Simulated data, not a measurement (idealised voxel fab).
process module | voxel gate over fins
cross-section cut | 300 nm wide | cells 5 nm
A cross-section is a grid of square cells, given in bands from the top down. A band is one or more rows of cells.
Each band's line starts with the height of the band's top and of its bottom, in nm. Then come its materials from left to right, each with its width in nm. One material with "throughout" fills the band from edge to edge. "air" is empty space.
Height 0 is the level under which the wafer as received is all one material. The lowest band goes on downwards, as in "0 down".
A width such as "30 to 40" changes by the same amount from each row of cells to the next, from the band's top row to its bottom row.
"no change" after a step means that no cell of the cross-section changed.
closed voids: empty space of 8 cells or more with no open way to the top, each as width x height at its distance from the left edge, in nm
after a step's settings: what the simulator itself notes on the step
overlay nm, on a step with a mask: how far to the right of its planned place the mask lay; to the left if negative
plan
1 op RECEIVE | material Si
2 op CONFORMAL_DEP | material SiN | thk nm 5
3 op DIRECTIONAL_DEP | material aC | thk nm 10
4 op PATTERN | tone cover | mask id FINS | material resist | width nm 15 | pitch nm 50 | thk nm 25 | overlay nm 0
5 op DIRECTIONAL_ETCH | etch materials aC | depth nm 10
6 op STRIP | etch materials resist
7 op DIRECTIONAL_ETCH | etch materials SiN | depth nm 5
8 op DIRECTIONAL_ETCH | etch materials Si | depth nm 40
9 op STRIP | etch materials aC
10 op OXIDIZE | depth nm 5
11 op FILL_DEP | material SiO2 | thk nm 15
12 op CMP | height nm 5
13 op PATTERN | tone open | mask id RAIL | material resist | width nm 15 | thk nm 20 | overlay nm 0
14 op DIRECTIONAL_ETCH | etch materials SiO2 | depth nm 40
15 op STRIP | etch materials resist
16 op CONFORMAL_DEP | material TiN | thk nm 5
17 op FILL_DEP | material W | thk nm 5
18 op CMP | height nm 5
19 op SELECTIVE_ETCH | etch materials W Ru TiN | depth nm 30
20 op FILL_DEP | material SiO2 | thk nm 5
21 op CMP | height nm 5
22 op SELECTIVE_ETCH | etch materials SiO2 | depth nm 20
23 op STRIP | etch materials SiN
24 op CONFORMAL_DEP | material HfO2 | thk nm 5
25 op CONFORMAL_DEP | material TiN | thk nm 5
26 op CONFORMAL_DEP | material TiAl | thk nm 5
27 op CONFORMAL_DEP | material TiN | thk nm 5
28 op FILL_DEP | material W | thk nm 10
29 op CMP | height nm 25
30 op CONFORMAL_DEP | material SiCN | thk nm 5
as received, after step 1
  0 down: Si throughout
  closed voids: none
first wafer at the end, as planned
  30 to 25: SiCN throughout
  25 to 20: W throughout
  20 to 15: W 75 | TiN 45 | W 5 | TiN 45 | W 5 | TiN 45 | W 80
  15 to 10: W 75 | TiN 5 | TiAl 35 | TiN 5 | W 5 | TiN 5 | TiAl 35 | TiN 5 | W 5 | TiN 5 | TiAl 35 | TiN 5 | W 80
  10 to 5: W 75 | TiN 5 | TiAl 5 | TiN 25 | TiAl 5 | TiN 5 | W 5 | TiN 5 | TiAl 5 | TiN 25 | TiAl 5 | TiN 5 | W 5 | TiN 5 | TiAl 5 | TiN 25 | TiAl 5 | TiN 5 | W 80
  5 to 0: TiN 80 | TiAl 5 | TiN 5 | HfO2 15 | TiN 5 | TiAl 5 | TiN 15 | TiAl 5 | TiN 5 | HfO2 15 | TiN 5 | TiAl 5 | TiN 15 | TiAl 5 | TiN 5 | HfO2 15 | TiN 5 | TiAl 5 | TiN 85
  0 to -5: TiAl 85 | TiN 5 | HfO2 5 | Si 5 | HfO2 5 | TiN 5 | TiAl 25 | TiN 5 | HfO2 5 | Si 5 | HfO2 5 | TiN 5 | TiAl 25 | TiN 5 | HfO2 5 | Si 5 | HfO2 5 | TiN 5 | TiAl 90
  -5 to -10: TiN 90 | HfO2 5 | Si 5 | HfO2 5 | TiN 35 | HfO2 5 | Si 5 | HfO2 5 | TiN 35 | HfO2 5 | Si 5 | HfO2 5 | TiN 95
  -10 to -15: HfO2 95 | Si 5 | HfO2 45 | Si 5 | HfO2 45 | Si 5 | HfO2 100
  -15 to -25: SiO2 95 | Si 5 | SiO2 45 | Si 5 | SiO2 45 | Si 5 | SiO2 100
  -25 to -30: SiO2 95 | Si 5 | SiO2 15 | TiN 5 | W 5 | TiN 5 | SiO2 15 | Si 5 | SiO2 45 | Si 5 | SiO2 100
  -30 to -35: SiO2 95 | Si 5 | SiO2 15 | TiN 15 | SiO2 15 | Si 5 | SiO2 45 | Si 5 | SiO2 100
  -35 to -45: SiO2 95 | Si 5 | SiO2 45 | Si 5 | SiO2 45 | Si 5 | SiO2 100
  -45 down: Si throughout
  closed voids: none
second wafer at the end: like start, like plan, one mistake
  30 to 25: SiCN throughout
  25 to 20: W throughout
  20 to 15: W 75 | TiN 45 | W 5 | TiN 45 | W 5 | TiN 45 | W 80
  15 to 10: W 75 | TiN 5 | TiAl 35 | TiN 5 | W 5 | TiN 5 | TiAl 35 | TiN 5 | W 5 | TiN 5 | TiAl 35 | TiN 5 | W 80
  10 to 5: W 75 | TiN 5 | TiAl 5 | TiN 25 | TiAl 5 | TiN 5 | W 5 | TiN 5 | TiAl 5 | TiN 25 | TiAl 5 | TiN 5 | W 5 | TiN 5 | TiAl 5 | TiN 25 | TiAl 5 | TiN 5 | W 80
  5 to 0: TiN 80 | TiAl 5 | TiN 5 | HfO2 15 | TiN 5 | TiAl 5 | TiN 15 | TiAl 5 | TiN 5 | HfO2 15 | TiN 5 | TiAl 5 | TiN 15 | TiAl 5 | TiN 5 | HfO2 15 | TiN 5 | TiAl 5 | TiN 85
  0 to -5: TiAl 85 | TiN 5 | HfO2 5 | Si 5 | HfO2 5 | TiN 5 | TiAl 25 | TiN 5 | HfO2 5 | Si 5 | HfO2 5 | TiN 5 | TiAl 25 | TiN 5 | HfO2 5 | Si 5 | HfO2 5 | TiN 5 | TiAl 90
  -5 to -10: TiN 90 | HfO2 5 | Si 5 | HfO2 5 | TiN 35 | HfO2 5 | Si 5 | HfO2 5 | TiN 35 | HfO2 5 | Si 5 | HfO2 5 | TiN 95
  -10 to -15: HfO2 95 | Si 5 | HfO2 45 | Si 5 | HfO2 45 | Si 5 | HfO2 100
  -15 to -25: SiO2 95 | Si 5 | SiO2 45 | Si 5 | SiO2 45 | Si 5 | SiO2 100
  -25 to -30: SiO2 95 | Si 5 | SiO2 20 | TiN 5 | W 5 | TiN 5 | SiO2 10 | Si 5 | SiO2 45 | Si 5 | SiO2 100
  -30 to -35: SiO2 95 | Si 5 | SiO2 20 | TiN 15 | SiO2 10 | Si 5 | SiO2 45 | Si 5 | SiO2 100
  -35 to -45: SiO2 95 | Si 5 | SiO2 45 | Si 5 | SiO2 45 | Si 5 | SiO2 100
  -45 down: Si throughout
  closed voids: none
what went wrong: step 13 ran as: op PATTERN | tone open | mask id RAIL | material resist | width nm 15 | thk nm 20 | overlay nm 5
at the end the second wafer has, in cells: as many of each material as the first, in other places
